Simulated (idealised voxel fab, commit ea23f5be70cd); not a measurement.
process module | voxel tone inversion
cross-section cut | 220 nm wide | cells 5 nm
A cross-section is a grid of square cells, given in bands from the top down. A band is one or more rows of cells.
Each band's line starts with the height of the band's top and of its bottom, in nm. Then come its materials from left to right, each with its width in nm. One material with "throughout" fills the band from edge to edge. "air" is empty space.
Height 0 is the level under which the wafer as received is all one material. The lowest band goes on downwards, as in "0 down".
A width such as "30 to 40" changes by the same amount from each row of cells to the next, from the band's top row to its bottom row.
"no change" after a step means that no cell of the cross-section changed.
closed voids: empty space of 8 cells or more with no open way to the top, each as width x height at its distance from the left edge, in nm
after a step's settings: what the simulator itself notes on the step
overlay nm, on a step with a mask: how far to the right of its planned place the mask lay; to the left if negative
plan
1 op RECEIVE | material Si
2 op CONFORMAL_DEP | material SiN | thk nm 10
3 op DIRECTIONAL_DEP | material polySi | thk nm 15
4 op PATTERN | tone cover | mask id POSTS | material resist | width nm 25 | pitch nm 40 | thk nm 20 | overlay nm 0
5 op DIRECTIONAL_ETCH | etch materials polySi | depth nm 15
6 op STRIP | etch materials resist
7 op FILL_DEP | material SiO2 | thk nm 10
8 op CMP | height nm 25
9 op STRIP | etch materials polySi
as received, after step 1
  0 down: Si throughout
  closed voids: none
first wafer at the end, as planned
  25 to 10: SiO2 55 | air 25 | SiO2 15 | air 25 | SiO2 15 | air 25 | SiO2 60
  10 to 0: SiN throughout
  0 down: Si throughout
  closed voids: none
second wafer at the end: like start, like plan, one mistake
  25 to 10: SiO2 50 | air 25 | SiO2 15 | air 25 | SiO2 15 | air 25 | SiO2 65
  10 to 0: SiN throughout
  0 down: Si throughout
  closed voids: none
what went wrong: step 4 ran as: op PATTERN | tone cover | mask id POSTS | material resist | width nm 25 | pitch nm 40 | thk nm 20 | overlay nm -5
at the end the second wafer has, in cells: as many of each material as the first, in other places
